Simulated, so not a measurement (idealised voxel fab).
The name of this process module is voxel wiring stack.
This is section cut - it's 280 nm across, gridded in 5 nm square cells.
Cross-sections here: square-cell grids, written as top-down lists of bands, a band being one or more rows of cells. Quick guide to a band line: top height, bottom height (nm) up front; then every material left to right with its width in nm. Only one material and it's marked "all across"? Then it fills the band edge to edge. And "air" just means empty space. Height datum 0, below which the as-received substrate wafer is one material. Lowest band open at the bottom, running downward: "0 nm and below". With a width like "30 to 40", each row of cells in the band differs from the next by the same amount, the top row carrying the first number and the bottom row the second. "all unchanged" -> step changed no cross-section cell. For the entry "Unvented voids", the listed items are empty spaces with no open way to the top whose size is 8 cells or more; each item follows the pattern width x height at distance, where distance is from the left edge and all three are in nm. Formally, on a step line, whatever follows the settings is a remark that the simulator itself makes on the step. "overlay nm" on a masked step: distance the mask lay right of its planned place, negative for left.
### Process steps - plan
1 RECEIVE with material Si
2 CONFORMAL_DEP with material SiO2, thk nm 10
3 CONFORMAL_DEP with material SiCN, thk nm 5
4 DIRECTIONAL_DEP with material lowk, thk nm 25
5 DIRECTIONAL_DEP with material aC, thk nm 10
6 PATTERN with tone open, mask id METAL_1, material resist, width nm 30, pitch nm 55, thk nm 30, overlay nm 0
7 DIRECTIONAL_ETCH with etch materials aC, depth nm 10
8 STRIP with etch materials resist
9 DIRECTIONAL_ETCH with etch materials lowk, depth nm 25
10 DIRECTIONAL_ETCH with etch materials SiCN, depth nm 5
11 STRIP with etch materials aC
12 CONFORMAL_DEP with material TiN, thk nm 5
13 FILL_DEP with material Ru, thk nm 5
14 CMP with height nm 40
15 EPI with material Ru, thk nm 5
16 FILL_DEP with material SiCN, thk nm 5
17 DIRECTIONAL_DEP with material lowk, thk nm 15
18 DIRECTIONAL_DEP with material aC, thk nm 15
19 PATTERN with tone open, mask id PLUG_1, material resist, width nm 15, pitch nm 110, thk nm 35, overlay nm 0
20 DIRECTIONAL_ETCH with etch materials aC, depth nm 15
21 STRIP with etch materials resist
22 DIRECTIONAL_ETCH with etch materials lowk, depth nm 15
23 DIRECTIONAL_ETCH with etch materials SiCN, depth nm 5
24 STRIP with etch materials aC
25 EPI with material Ru, thk nm 10
26 EPI with material Ru, thk nm 10
27 DIRECTIONAL_DEP with material TiN, thk nm 5
28 DIRECTIONAL_DEP with material W, thk nm 25
29 DIRECTIONAL_DEP with material aC, thk nm 10
30 PATTERN with tone cover, mask id METAL_2, material resist, width nm 30, pitch nm 55, thk nm 30, overlay nm 0
31 DIRECTIONAL_ETCH with etch materials aC, depth nm 10
32 STRIP with etch materials resist
33 DIRECTIONAL_ETCH with etch materials W, depth nm 25
34 DIRECTIONAL_ETCH with etch materials TiN, depth nm 5
35 STRIP with etch materials aC
36 CONFORMAL_DEP with material SiCN, thk nm 5
37 FILL_DEP with material lowk, thk nm 5
38 CMP with height nm 95
39 CONFORMAL_DEP with material SiCN, thk nm 5
40 DIRECTIONAL_DEP with material SiO2, thk nm 20
41 MASKED_ETCH with tone open, mask id PLUG_2, width nm 15, pitch nm 55, etch materials SiO2, depth nm 20, overlay nm 0
42 MASKED_ETCH with tone open, mask id PLUG_2, width nm 15, pitch nm 55, etch materials SiCN, depth nm 5, overlay nm 0
43 EPI with material Ru, thk nm 10
44 EPI with material Ru, thk nm 10
45 EPI with material Ru, thk nm 5
46 DIRECTIONAL_DEP with material TiN, thk nm 5
47 DIRECTIONAL_DEP with material Ru, thk nm 25
48 MASKED_ETCH with tone cover, mask id METAL_3, width nm 30, pitch nm 55, etch materials Ru, depth nm 25, overlay nm 0
49 MASKED_ETCH with tone cover, mask id METAL_3, width nm 30, pitch nm 55, etch materials TiN, depth nm 5, overlay nm 0
50 FILL_DEP with material lowk, thk nm 5
51 CMP with height nm 150
52 CONFORMAL_DEP with material SiN, thk nm 5
### As received (post step 1): cross-section
	0 nm and below = Si all across
	Unvented voids: none
### Cross-sectional result after module completion. Note: starting condition and plan are unchanged from above; one processing mistake was made
	155 nm to 150 nm = SiN all across
	150 nm to 125 nm = 40 lowk, then 30 Ru, then 25 lowk, then 30 Ru, then 25 lowk, then 30 Ru, then 25 lowk, then 30 Ru, then 45 lowk
	125 nm to 120 nm = 40 lowk, then 30 TiN, then 25 lowk, then 30 TiN, then 25 lowk, then 30 TiN, then 25 lowk, then 30 TiN, then 45 lowk
	120 nm to 100 nm = 40 SiO2, then 15 Ru, then 40 SiO2, then 15 Ru, then 40 SiO2, then 15 Ru, then 40 SiO2, then 15 Ru, then 60 SiO2
	100 nm to 95 nm = 40 SiCN, then 15 Ru, then 40 SiCN, then 15 Ru, then 40 SiCN, then 15 Ru, then 40 SiCN, then 15 Ru, then 60 SiCN
	95 nm to 70 nm = 35 lowk, then 5 SiCN, then 30 W, then 5 SiCN, then 15 lowk, then 5 SiCN, then 30 W, then 5 SiCN, then 15 lowk, then 5 SiCN, then 30 W, then 5 SiCN, then 15 lowk, then 5 SiCN, then 30 W, then 5 SiCN, then 40 lowk
	70 nm to 65 nm = 40 SiCN, then 30 TiN, then 25 SiCN, then 30 TiN, then 25 SiCN, then 30 TiN, then 25 SiCN, then 30 TiN, then 45 SiCN
	65 nm to 50 nm = 40 lowk, then 15 Ru, then 95 lowk, then 15 Ru, then 115 lowk
	50 nm to 45 nm = 40 SiCN, then 15 Ru, then 95 SiCN, then 15 Ru, then 115 SiCN
	45 nm to 40 nm = 35 SiCN, then 40 Ru, then 15 SiCN, then 40 Ru, then 15 SiCN, then 40 Ru, then 15 SiCN, then 40 Ru, then 40 SiCN
	40 nm to 35 nm = 40 SiCN, then 30 TiN, then 25 SiCN, then 30 TiN, then 25 SiCN, then 30 TiN, then 25 SiCN, then 30 TiN, then 45 SiCN
	35 nm to 10 nm = lowk all across
	10 nm to 0 nm = SiO2 all across
	0 nm and below = Si all across
	Unvented voids: none
What was the processing mistake? swap of plan steps 3 and 4 during execution
